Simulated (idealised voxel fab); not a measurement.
Documented hereafter: the process module known as voxel released beams.
It is cross-section cut that appears here, measuring 145 nm in width, its square cells being 5 nm in size.
For the purposes of this document, a cross-section shall be understood as a grid of square cells, specified as bands listed in top-to-bottom order, each band consisting of one or more rows of cells. In this notation a band is specified by the heights of its top and bottom, in that order and in nm, after which its materials appear from left to right, each paired with its width in nm. The word "edge to edge" attached to a single material means that material fills the band from edge to edge; the word "blank" stands for empty space. Counting heights begins at 0, where everything beneath is, in the wafer as received, one material. The lowest band has no bottom; it goes on downwards, as "0 down" shows. Width: "30..40" (first number = top row, second number = bottom row, same change from row to row of cells). "nothing altered" means the step left every cell of the cross-section as it was. Entry "Closed-off voids" = empty spaces >= 8 cells with no open way to the top; each as width x height at distance, distance from left edge, all nm. On each step's line, the part that comes after the settings is the simulator's own comment on the step. You can add "overlay nm" to a step's line. For a step with a mask, it describes how far the mask lay to the right of its planned position, and a negative number describes a lay to the left. Note: before/after cross-section pairs follow, one process step per pair, after-side truncated at the lowest changed band, step and settings given beneath. Different runs of this module on the same starting wafer may supply the pairs; a pair continues the one above only where the "Prior to processing" entry says so.

[Prior to processing]
- 0 down  Si edge to edge
- Closed-off voids: none

[As Processed]
- 10 to 0  Al2O3 edge to edge
- below 0: unchanged
- Closed-off voids: none
Which step turns the before cross-section above into the after cross-section? CONFORMAL_DEP with material Al2O3, thk nm 10

Prior to processing: we pick up right where the pair above leaves off, with its after cross-section.

[As Processed]
- 30 to 10  SiO2 edge to edge
- below 10: unchanged
- Closed-off voids: none
Which step turns the before cross-section above into the after cross-section? DIRECTIONAL_DEP with material SiO2, thk nm 20

Prior to processing: we pick up right where the pair above leaves off, with its after cross-section.

[As Processed]
- 45 to 30  aC edge to edge
- below 30: unchanged
- Closed-off voids: none
Which step turns the before cross-section above into the after cross-section? DIRECTIONAL_DEP with material aC, thk nm 15

Prior to processing: we pick up right where the pair above leaves off, with its after cross-section.

[As Processed]
- 75 to 45  35 resist / 25 blank / 85 resist
- below 45: unchanged
- Closed-off voids: none
Which step turns the before cross-section above into the after cross-section? PATTERN with tone open, mask id ANCHOR, material resist, width nm 25, thk nm 30, overlay nm 0

Prior to processing: we pick up right where the pair above leaves off, with its after cross-section.

[As Processed]
- 60 to 45  35 resist / 25 blank / 85 resist
- 45 to 30  35 aC / 25 blank / 85 aC
- below 30: unchanged
- Closed-off voids: none
Which step turns the before cross-section above into the after cross-section? DIRECTIONAL_ETCH with etch materials aC, depth nm 15

Prior to processing: we pick up right where the pair above leaves off, with its after cross-section.

[As Processed]
- 45 to 30  35 aC / 25 blank / 85 aC
- below 30: unchanged
- Closed-off voids: none
Which step turns the before cross-section above into the after cross-section? STRIP with etch materials resist

Prior to processing: we pick up right where the pair above leaves off, with its after cross-section.

[As Processed]
- 45 to 30  35 aC / 25 blank / 85 aC
- 30 to 10  35 SiO2 / 25 blank / 85 SiO2
- below 10: unchanged
- Closed-off voids: none
Which step turns the before cross-section above into the after cross-section? DIRECTIONAL_ETCH with etch materials SiO2, depth nm 20

Prior to processing: we pick up right where the pair above leaves off, with its after cross-section.

[As Processed]
- 30 to 10  35 SiO2 / 25 blank / 85 SiO2
- below 10: unchanged
- Closed-off voids: none
Which step turns the before cross-section above into the after cross-section? STRIP with etch materials aC

Prior to processing: we pick up right where the pair above leaves off, with its after cross-section.

[As Processed]
- 40 to 30  45 SiN / 5 blank / 95 SiN
- 30 to 20  35 SiO2 / 10 SiN / 5 blank / 10 SiN / 85 SiO2
- 20 to 10  35 SiO2 / 25 SiN / 85 SiO2
- below 10: unchanged
- Closed-off voids: none
Which step turns the before cross-section above into the after cross-section? CONFORMAL_DEP with material SiN, thk nm 10

Prior to processing: we pick up right where the pair above leaves off, with its after cross-section.

[As Processed]
- 55 to 40  30 blank / 80 resist / 35 blank
- 40 to 30  45 SiN / 5 resist / 95 SiN
- 30 to 20  35 SiO2 / 10 SiN / 5 resist / 10 SiN / 85 SiO2
- below 20: unchanged
- Closed-off voids: none
Which step turns the before cross-section above into the after cross-section? PATTERN with tone cover, mask id BEAM, material resist, width nm 80, thk nm 15, overlay nm 0

Prior to processing: we pick up right where the pair above leaves off, with its after cross-section.

[As Processed]
- 55 to 40  30 blank / 80 resist / 35 blank
- 40 to 30  30 blank / 15 SiN / 5 resist / 60 SiN / 35 blank
- below 30: unchanged
- Closed-off voids: none
Which step turns the before cross-section above into the after cross-section? DIRECTIONAL_ETCH with etch materials SiN, depth nm 10

Prior to processing: we pick up right where the pair above leaves off, with its after cross-section.

[As Processed]
- 40 to 30  30 blank / 15 SiN / 5 blank / 60 SiN / 35 blank
- 30 to 20  35 SiO2 / 10 SiN / 5 blank / 10 SiN / 85 SiO2
- below 20: unchanged
- Closed-off voids: none
Which step turns the before cross-section above into the after cross-section? STRIP with etch materials resist

Prior to processing: we pick up right where the pair above leaves off, with its after cross-section.

[As Processed]
- 40 to 30  30 blank / 15 SiN / 5 blank / 60 SiN / 35 blank
- 30 to 20  35 blank / 10 SiN / 5 blank / 10 SiN / 85 blank
- 20 to 10  35 blank / 25 SiN / 85 blank
- below 10: unchanged
- Closed-off voids: none
Which step turns the before cross-section above into the after cross-section? STRIP with etch materials SiO2

[Prior to processing]
- 0 down  Si edge to edge
- Closed-off voids: none

[As Processed]
- 20 to 0  SiO2 edge to edge
- below 0: unchanged
- Closed-off voids: none
Which step turns the before cross-section above into the after cross-section? DIRECTIONAL_DEP with material SiO2, thk nm 20

Prior to processing: we pick up right where the pair above leaves off, with its after cross-section.

[As Processed]
- 35 to 20  aC edge to edge
- below 20: unchanged
- Closed-off voids: none
Which step turns the before cross-section above into the after cross-section? DIRECTIONAL_DEP with material aC, thk nm 15

Prior to processing: we pick up right where the pair above leaves off, with its after cross-section.

[As Processed]
- 65 to 35  35 resist / 25 blank / 85 resist
- below 35: unchanged
- Closed-off voids: none
Which step turns the before cross-section above into the after cross-section? PATTERN with tone open, mask id ANCHOR, material resist, width nm 25, thk nm 30, overlay nm 0

Prior to processing: we pick up right where the pair above leaves off, with its after cross-section.

[As Processed]
- 50 to 35  35 resist / 25 blank / 85 resist
- 35 to 20  35 aC / 25 blank / 85 aC
- below 20: unchanged
- Closed-off voids: none
Which step turns the before cross-section above into the after cross-section? DIRECTIONAL_ETCH with etch materials aC, depth nm 15

Prior to processing: we pick up right where the pair above leaves off, with its after cross-section.

[As Processed]
- 35 to 20  35 aC / 25 blank / 85 aC
- below 20: unchanged
- Closed-off voids: none
Which step turns the before cross-section above into the after cross-section? STRIP with etch materials resist

Prior to processing: we pick up right where the pair above leaves off, with its after cross-section.

[As Processed]
- 35 to 20  35 aC / 25 blank / 85 aC
- 20 to 0  35 SiO2 / 25 blank / 85 SiO2
- below 0: unchanged
- Closed-off voids: none
Which step turns the before cross-section above into the after cross-section? DIRECTIONAL_ETCH with etch materials SiO2, depth nm 20

Prior to processing: we pick up right where the pair above leaves off, with its after cross-section.

[As Processed]
- 20 to 0  35 SiO2 / 25 blank / 85 SiO2
- below 0: unchanged
- Closed-off voids: none
Which step turns the before cross-section above into the after cross-section? STRIP with etch materials aC

Prior to processing: we pick up right where the pair above leaves off, with its after cross-section.

[As Processed]
- 30 to 20  45 SiN / 5 blank / 95 SiN
- 20 to 10  35 SiO2 / 10 SiN / 5 blank / 10 SiN / 85 SiO2
- 10 to 0  35 SiO2 / 25 SiN / 85 SiO2
- below 0: unchanged
- Closed-off voids: none
Which step turns the before cross-section above into the after cross-section? CONFORMAL_DEP with material SiN, thk nm 10

Prior to processing: we pick up right where the pair above leaves off, with its after cross-section.

[As Processed]
- 45 to 30  30 blank / 80 resist / 35 blank
- 30 to 20  45 SiN / 5 resist / 95 SiN
- 20 to 10  35 SiO2 / 10 SiN / 5 resist / 10 SiN / 85 SiO2
- below 10: unchanged
- Closed-off voids: none
Which step turns the before cross-section above into the after cross-section? PATTERN with tone cover, mask id BEAM, material resist, width nm 80, thk nm 15, overlay nm 0

Prior to processing: we pick up right where the pair above leaves off, with its after cross-section.

[As Processed]
- 45 to 30  30 blank / 80 resist / 35 blank
- 30 to 20  30 blank / 15 SiN / 5 resist / 60 SiN / 35 blank
- below 20: unchanged
- Closed-off voids: none
Which step turns the before cross-section above into the after cross-section? DIRECTIONAL_ETCH with etch materials SiN, depth nm 10

Prior to processing: we pick up right where the pair above leaves off, with its after cross-section.

[As Processed]
- 30 to 20  30 blank / 15 SiN / 5 blank / 60 SiN / 35 blank
- 20 to 10  35 SiO2 / 10 SiN / 5 blank / 10 SiN / 85 SiO2
- below 10: unchanged
- Closed-off voids: none
Which step turns the before cross-section above into the after cross-section? STRIP with etch materials resist

Prior to processing: we pick up right where the pair above leaves off, with its after cross-section.

[As Processed]
- 30 to 20  30 blank / 15 SiN / 5 blank / 60 SiN / 35 blank
- 20 to 10  35 blank / 10 SiN / 5 blank / 10 SiN / 85 blank
- 10 to 0  35 blank / 25 SiN / 85 blank
- below 0: unchanged
- Closed-off voids: none
Which step turns the before cross-section above into the after cross-section? STRIP with etch materials SiO2

[Prior to processing]
- 20 to 0  SiO2 edge to edge
- 0 down  Si edge to edge
- Closed-off voids: none

[As Processed]
- 30 to 20  Al2O3 edge to edge
- below 20: unchanged
- Closed-off voids: none
Which step turns the before cross-section above into the after cross-section? CONFORMAL_DEP with material Al2O3, thk nm 10

Prior to processing: we pick up right where the pair above leaves off, with its after cross-section.

[As Processed]
- 45 to 30  aC edge to edge
- below 30: unchanged
- Closed-off voids: none
Which step turns the before cross-section above into the after cross-section? DIRECTIONAL_DEP with material aC, thk nm 15

Prior to processing: we pick up right where the pair above leaves off, with its after cross-section.

[As Processed]
- 75 to 45  35 resist / 25 blank / 85 resist
- below 45: unchanged
- Closed-off voids: none
Which step turns the before cross-section above into the after cross-section? PATTERN with tone open, mask id ANCHOR, material resist, width nm 25, thk nm 30, overlay nm 0

Prior to processing: we pick up right where the pair above leaves off, with its after cross-section.

[As Processed]
- 60 to 45  35 resist / 25 blank / 85 resist
- 45 to 30  35 aC / 25 blank / 85 aC
- below 30: unchanged
- Closed-off voids: none
Which step turns the before cross-section above into the after cross-section? DIRECTIONAL_ETCH with etch materials aC, depth nm 15

Prior to processing: we pick up right where the pair above leaves off, with its after cross-section.

[As Processed]
- 45 to 30  35 aC / 25 blank / 85 aC
- below 30: unchanged
- Closed-off voids: none
Which step turns the before cross-section above into the after cross-section? STRIP with etch materials resist

Prior to processing: we pick up right where the pair above leaves off, with its after cross-section.

[As Processed]
- 30 to 20  Al2O3 edge to edge
- below 20: unchanged
- Closed-off voids: none
Which step turns the before cross-section above into the after cross-section? STRIP with etch materials aC

Prior to processing: we pick up right where the pair above leaves off, with its after cross-section.

[As Processed]
- 40 to 30  SiN edge to edge
- below 30: unchanged
- Closed-off voids: none
Which step turns the before cross-section above into the after cross-section? CONFORMAL_DEP with material SiN, thk nm 10

Prior to processing: we pick up right where the pair above leaves off, with its after cross-section.

[As Processed]
- 55 to 40  30 blank / 80 resist / 35 blank
- below 40: unchanged
- Closed-off voids: none
Which step turns the before cross-section above into the after cross-section? PATTERN with tone cover, mask id BEAM, material resist, width nm 80, thk nm 15, overlay nm 0

Prior to processing: we pick up right where the pair above leaves off, with its after cross-section.

[As Processed]
- 55 to 40  30 blank / 80 resist / 35 blank
- 40 to 30  30 blank / 80 SiN / 35 blank
- below 30: unchanged
- Closed-off voids: none
Which step turns the before cross-section above into the after cross-section? DIRECTIONAL_ETCH with etch materials SiN, depth nm 10

Prior to processing: we pick up right where the pair above leaves off, with its after cross-section.

[As Processed]
- 40 to 30  30 blank / 80 SiN / 35 blank
- below 30: unchanged
- Closed-off voids: none
Which step turns the before cross-section above into the after cross-section? STRIP with etch materials resist

[Prior to processing]
- 30 to 10  35 SiO2 / 25 blank / 85 SiO2
- 10 to 0  Al2O3 edge to edge
- 0 down  Si edge to edge
- Closed-off voids: none

[As Processed]
- 35 to 30  40 SiN / 15 blank / 90 SiN
- 30 to 15  35 SiO2 / 5 SiN / 15 blank / 5 SiN / 85 SiO2
- 15 to 10  35 SiO2 / 25 SiN / 85 SiO2
- below 10: unchanged
- Closed-off voids: none
Which step turns the before cross-section above into the after cross-section? CONFORMAL_DEP with material SiN, thk nm 5

Prior to processing: we pick up right where the pair above leaves off, with its after cross-section.

[As Processed]
- 50 to 35  30 blank / 80 resist / 35 blank
- 35 to 30  40 SiN / 15 resist / 90 SiN
- 30 to 15  35 SiO2 / 5 SiN / 15 resist / 5 SiN / 85 SiO2
- below 15: unchanged
- Closed-off voids: none
Which step turns the before cross-section above into the after cross-section? PATTERN with tone cover, mask id BEAM, material resist, width nm 80, thk nm 15, overlay nm 0

Prior to processing: we pick up right where the pair above leaves off, with its after cross-section.

[As Processed]
- 50 to 35  30 blank / 80 resist / 35 blank
- 35 to 30  30 blank / 10 SiN / 15 resist / 55 SiN / 35 blank
- below 30: unchanged
- Closed-off voids: none
Which step turns the before cross-section above into the after cross-section? DIRECTIONAL_ETCH with etch materials SiN, depth nm 10

Prior to processing: we pick up right where the pair above leaves off, with its after cross-section.

[As Processed]
- 35 to 30  30 blank / 10 SiN / 15 blank / 55 SiN / 35 blank
- 30 to 15  35 SiO2 / 5 SiN / 15 blank / 5 SiN / 85 SiO2
- below 15: unchanged
- Closed-off voids: none
Which step turns the before cross-section above into the after cross-section? STRIP with etch materials resist

Prior to processing: we pick up right where the pair above leaves off, with its after cross-section.

[As Processed]
- 35 to 30  30 blank / 10 SiN / 15 blank / 55 SiN / 35 blank
- 30 to 15  35 blank / 5 SiN / 15 blank / 5 SiN / 85 blank
- 15 to 10  35 blank / 25 SiN / 85 blank
- below 10: unchanged
- Closed-off voids: none
Which step turns the before cross-section above into the after cross-section? STRIP with etch materials SiO2

[Prior to processing]
- 40 to 30  45 SiN / 5 blank / 95 SiN
- 30 to 20  35 SiO2 / 10 SiN / 5 blank / 10 SiN / 85 SiO2
- 20 to 10  35 SiO2 / 25 SiN / 85 SiO2
- 10 to 0  Al2O3 edge to edge
- 0 down  Si edge to edge
- Closed-off voids: none

[As Processed]
- 55 to 40  35 blank / 75 resist / 35 blank
- 40 to 30  45 SiN / 5 resist / 95 SiN
- 30 to 20  35 SiO2 / 10 SiN / 5 resist / 10 SiN / 85 SiO2
- below 20: unchanged
- Closed-off voids: none
Which step turns the before cross-section above into the after cross-section? PATTERN with tone cover, mask id BEAM, material resist, width nm 75, thk nm 15, overlay nm 0

Prior to processing: we pick up right where the pair above leaves off, with its after cross-section.

[As Processed]
- 55 to 40  35 blank / 75 resist / 35 blank
- 40 to 30  35 blank / 10 SiN / 5 resist / 60 SiN / 35 blank
- below 30: unchanged
- Closed-off voids: none
Which step turns the before cross-section above into the after cross-section? DIRECTIONAL_ETCH with etch materials SiN, depth nm 10

Prior to processing: we pick up right where the pair above leaves off, with its after cross-section.

[As Processed]
- 40 to 30  35 blank / 10 SiN / 5 blank / 60 SiN / 35 blank
- 30 to 20  35 SiO2 / 10 SiN / 5 blank / 10 SiN / 85 SiO2
- below 20: unchanged
- Closed-off voids: none
Which step turns the before cross-section above into the after cross-section? STRIP with etch materials resist

Prior to processing: we pick up right where the pair above leaves off, with its after cross-section.

[As Processed]
- 40 to 30  35 blank / 10 SiN / 5 blank / 60 SiN / 35 blank
- 30 to 20  35 blank / 10 SiN / 5 blank / 10 SiN / 85 blank
- 20 to 10  35 blank / 25 SiN / 85 blank
- below 10: unchanged
- Closed-off voids: none
Which step turns the before cross-section above into the after cross-section? STRIP with etch materials SiO2

[Prior to processing]
- 45 to 30  aC edge to edge
- 30 to 10  SiO2 edge to edge
- 10 to 0  Al2O3 edge to edge
- 0 down  Si edge to edge
- Closed-off voids: none

[As Processed]
- 75 to 45  40 resist / 25 blank / 80 resist
- below 45: unchanged
- Closed-off voids: none
Which step turns the before cross-section above into the after cross-section? PATTERN with tone open, mask id ANCHOR, material resist, width nm 25, thk nm 30, overlay nm 5

Prior to processing: we pick up right where the pair above leaves off, with its after cross-section.

[As Processed]
- 60 to 45  40 resist / 25 blank / 80 resist
- 45 to 30  40 aC / 25 blank / 80 aC
- below 30: unchanged
- Closed-off voids: none
Which step turns the before cross-section above into the after cross-section? DIRECTIONAL_ETCH with etch materials aC, depth nm 15

Prior to processing: we pick up right where the pair above leaves off, with its after cross-section.

[As Processed]
- 45 to 30  40 aC / 25 blank / 80 aC
- below 30: unchanged
- Closed-off voids: none
Which step turns the before cross-section above into the after cross-section? STRIP with etch materials resist

Prior to processing: we pick up right where the pair above leaves off, with its after cross-section.

[As Processed]
- 45 to 30  40 aC / 25 blank / 80 aC
- 30 to 10  40 SiO2 / 25 blank / 80 SiO2
- below 10: unchanged
- Closed-off voids: none
Which step turns the before cross-section above into the after cross-section? DIRECTIONAL_ETCH with etch materials SiO2, depth nm 20

Prior to processing: we pick up right where the pair above leaves off, with its after cross-section.

[As Processed]
- 30 to 10  40 SiO2 / 25 blank / 80 SiO2
- below 10: unchanged
- Closed-off voids: none
Which step turns the before cross-section above into the after cross-section? STRIP with etch materials aC

Prior to processing: we pick up right where the pair above leaves off, with its after cross-section.

[As Processed]
- 40 to 30  50 SiN / 5 blank / 90 SiN
- 30 to 20  40 SiO2 / 10 SiN / 5 blank / 10 SiN / 80 SiO2
- 20 to 10  40 SiO2 / 25 SiN / 80 SiO2
- below 10: unchanged
- Closed-off voids: none
Which step turns the before cross-section above into the after cross-section? CONFORMAL_DEP with material SiN, thk nm 10

Prior to processing: we pick up right where the pair above leaves off, with its after cross-section.

[As Processed]
- 55 to 40  30 blank / 80 resist / 35 blank
- 40 to 30  50 SiN / 5 resist / 90 SiN
- 30 to 20  40 SiO2 / 10 SiN / 5 resist / 10 SiN / 80 SiO2
- below 20: unchanged
- Closed-off voids: none
Which step turns the before cross-section above into the after cross-section? PATTERN with tone cover, mask id BEAM, material resist, width nm 80, thk nm 15, overlay nm 0

Prior to processing: we pick up right where the pair above leaves off, with its after cross-section.

[As Processed]
- 55 to 40  30 blank / 80 resist / 35 blank
- 40 to 30  30 blank / 20 SiN / 5 resist / 55 SiN / 35 blank
- below 30: unchanged
- Closed-off voids: none
Which step turns the before cross-section above into the after cross-section? DIRECTIONAL_ETCH with etch materials SiN, depth nm 10

Prior to processing: we pick up right where the pair above leaves off, with its after cross-section.

[As Processed]
- 40 to 30  30 blank / 20 SiN / 5 blank / 55 SiN / 35 blank
- 30 to 20  40 SiO2 / 10 SiN / 5 blank / 10 SiN / 80 SiO2
- below 20: unchanged
- Closed-off voids: none
Which step turns the before cross-section above into the after cross-section? STRIP with etch materials resist

Prior to processing: we pick up right where the pair above leaves off, with its after cross-section.

[As Processed]
- 40 to 30  30 blank / 20 SiN / 5 blank / 55 SiN / 35 blank
- 30 to 20  40 blank / 10 SiN / 5 blank / 10 SiN / 80 blank
- 20 to 10  40 blank / 25 SiN / 80 blank
- below 10: unchanged
- Closed-off voids: none
Which step turns the before cross-section above into the after cross-section? STRIP with etch materials SiO2

[Prior to processing]
- 0 down  Si edge to edge
- Closed-off voids: none

[As Processed]
- 10 to 0  SiO2 edge to edge
- below 0: unchanged
- Closed-off voids: none
Which step turns the before cross-section above into the after cross-section? CONFORMAL_DEP with material SiO2, thk nm 10

Prior to processing: we pick up right where the pair above leaves off, with its after cross-section.

[As Processed]
- 30 to 0  SiO2 edge to edge
- below 0: unchanged
- Closed-off voids: none
Which step turns the before cross-section above into the after cross-section? DIRECTIONAL_DEP with material SiO2, thk nm 20

Prior to processing: we pick up right where the pair above leaves off, with its after cross-section.

[As Processed]
- 45 to 30  aC edge to edge
- below 30: unchanged
- Closed-off voids: none
Which step turns the before cross-section above into the after cross-section? DIRECTIONAL_DEP with material aC, thk nm 15

Prior to processing: we pick up right where the pair above leaves off, with its after cross-section.

[As Processed]
- 75 to 45  35 resist / 25 blank / 85 resist
- below 45: unchanged
- Closed-off voids: none
Which step turns the before cross-section above into the after cross-section? PATTERN with tone open, mask id ANCHOR, material resist, width nm 25, thk nm 30, overlay nm 0

Prior to processing: we pick up right where the pair above leaves off, with its after cross-section.

[As Processed]
- 60 to 45  35 resist / 25 blank / 85 resist
- 45 to 30  35 aC / 25 blank / 85 aC
- below 30: unchanged
- Closed-off voids: none
Which step turns the before cross-section above into the after cross-section? DIRECTIONAL_ETCH with etch materials aC, depth nm 15

Prior to processing: we pick up right where the pair above leaves off, with its after cross-section.

[As Processed]
- 45 to 30  35 aC / 25 blank / 85 aC
- below 30: unchanged
- Closed-off voids: none
Which step turns the before cross-section above into the after cross-section? STRIP with etch materials resist

Prior to processing: we pick up right where the pair above leaves off, with its after cross-section.

[As Processed]
- 45 to 30  35 aC / 25 blank / 85 aC
- 30 to 10  35 SiO2 / 25 blank / 85 SiO2
- below 10: unchanged
- Closed-off voids: none
Which step turns the before cross-section above into the after cross-section? DIRECTIONAL_ETCH with etch materials SiO2, depth nm 20

Prior to processing: we pick up right where the pair above leaves off, with its after cross-section.

[As Processed]
- 30 to 10  35 SiO2 / 25 blank / 85 SiO2
- below 10: unchanged
- Closed-off voids: none
Which step turns the before cross-section above into the after cross-section? STRIP with etch materials aC

Prior to processing: we pick up right where the pair above leaves off, with its after cross-section.

[As Processed]
- 40 to 30  45 SiN / 5 blank / 95 SiN
- 30 to 20  35 SiO2 / 10 SiN / 5 blank / 10 SiN / 85 SiO2
- 20 to 10  35 SiO2 / 25 SiN / 85 SiO2
- below 10: unchanged
- Closed-off voids: none
Which step turns the before cross-section above into the after cross-section? CONFORMAL_DEP with material SiN, thk nm 10

Prior to processing: we pick up right where the pair above leaves off, with its after cross-section.

[As Processed]
- 55 to 40  30 blank / 80 resist / 35 blank
- 40 to 30  45 SiN / 5 resist / 95 SiN
- 30 to 20  35 SiO2 / 10 SiN / 5 resist / 10 SiN / 85 SiO2
- below 20: unchanged
- Closed-off voids: none
Which step turns the before cross-section above into the after cross-section? PATTERN with tone cover, mask id BEAM, material resist, width nm 80, thk nm 15, overlay nm 0

Prior to processing: we pick up right where the pair above leaves off, with its after cross-section.

[As Processed]
- 55 to 40  30 blank / 80 resist / 35 blank
- 40 to 30  30 blank / 15 SiN / 5 resist / 60 SiN / 35 blank
- below 30: unchanged
- Closed-off voids: none
Which step turns the before cross-section above into the after cross-section? DIRECTIONAL_ETCH with etch materials SiN, depth nm 10

Prior to processing: we pick up right where the pair above leaves off, with its after cross-section.

[As Processed]
- 40 to 30  30 blank / 15 SiN / 5 blank / 60 SiN / 35 blank
- 30 to 20  35 SiO2 / 10 SiN / 5 blank / 10 SiN / 85 SiO2
- below 20: unchanged
- Closed-off voids: none
Which step turns the before cross-section above into the after cross-section? STRIP with etch materials resist

Prior to processing: we pick up right where the pair above leaves off, with its after cross-section.

[As Processed]
- 0 down  Si edge to edge
- Closed-off voids: none
Which step turns the before cross-section above into the after cross-section? STRIP with etch materials SiO2

[Prior to processing]
- 45 to 30  aC edge to edge
- 30 to 10  SiO2 edge to edge
- 10 to 0  Al2O3 edge to edge
- 0 down  Si edge to edge
- Closed-off voids: none

[As Processed]
- 75 to 45  35 blank / 25 resist / 85 blank
- below 45: unchanged
- Closed-off voids: none
Which step turns the before cross-section above into the after cross-section? PATTERN with tone cover, mask id ANCHOR, material resist, width nm 25, thk nm 30, overlay nm 0

Prior to processing: we pick up right where the pair above leaves off, with its after cross-section.

[As Processed]
- 60 to 45  35 blank / 25 resist / 85 blank
- 45 to 30  35 blank / 25 aC / 85 blank
- below 30: unchanged
- Closed-off voids: none
Which step turns the before cross-section above into the after cross-section? DIRECTIONAL_ETCH with etch materials aC, depth nm 15

Prior to processing: we pick up right where the pair above leaves off, with its after cross-section.

[As Processed]
- 45 to 30  35 blank / 25 aC / 85 blank
- below 30: unchanged
- Closed-off voids: none
Which step turns the before cross-section above into the after cross-section? STRIP with etch materials resist

Prior to processing: we pick up right where the pair above leaves off, with its after cross-section.

[As Processed]
- 45 to 30  35 blank / 25 aC / 85 blank
- 30 to 10  35 blank / 25 SiO2 / 85 blank
- below 10: unchanged
- Closed-off voids: none
Which step turns the before cross-section above into the after cross-section? DIRECTIONAL_ETCH with etch materials SiO2, depth nm 20

Prior to processing: we pick up right where the pair above leaves off, with its after cross-section.

[As Processed]
- 30 to 10  35 blank / 25 SiO2 / 85 blank
- below 10: unchanged
- Closed-off voids: none
Which step turns the before cross-section above into the after cross-section? STRIP with etch materials aC

Prior to processing: we pick up right where the pair above leaves off, with its after cross-section.

[As Processed]
- 40 to 30  25 blank / 45 SiN / 75 blank
- 30 to 20  25 blank / 10 SiN / 25 SiO2 / 10 SiN / 75 blank
- 20 to 10  35 SiN / 25 SiO2 / 85 SiN
- below 10: unchanged
- Closed-off voids: none
Which step turns the before cross-section above into the after cross-section? CONFORMAL_DEP with material SiN, thk nm 10

Prior to processing: we pick up right where the pair above leaves off, with its after cross-section.

[As Processed]
- 55 to 40  30 blank / 80 resist / 35 blank
- 40 to 30  25 blank / 45 SiN / 40 resist / 35 blank
- 30 to 20  25 blank / 10 SiN / 25 SiO2 / 10 SiN / 40 resist / 35 blank
- below 20: unchanged
- Closed-off voids: none
Which step turns the before cross-section above into the after cross-section? PATTERN with tone cover, mask id BEAM, material resist, width nm 80, thk nm 15, overlay nm 0

Prior to processing: we pick up right where the pair above leaves off, with its after cross-section.

[As Processed]
- 55 to 40  30 blank / 80 resist / 35 blank
- 40 to 30  30 blank / 40 SiN / 40 resist / 35 blank
- 30 to 20  25 blank / 10 SiN / 25 SiO2 / 10 SiN / 40 resist / 35 blank
- 20 to 10  25 blank / 10 SiN / 25 SiO2 / 50 SiN / 35 blank
- below 10: unchanged
- Closed-off voids: none
Which step turns the before cross-section above into the after cross-section? DIRECTIONAL_ETCH with etch materials SiN, depth nm 10

Prior to processing: we pick up right where the pair above leaves off, with its after cross-section.

[As Processed]
- 40 to 30  30 blank / 40 SiN / 75 blank
- 30 to 20  25 blank / 10 SiN / 25 SiO2 / 10 SiN / 75 blank
- below 20: unchanged
- Closed-off voids: none
Which step turns the before cross-section above into the after cross-section? STRIP with etch materials resist
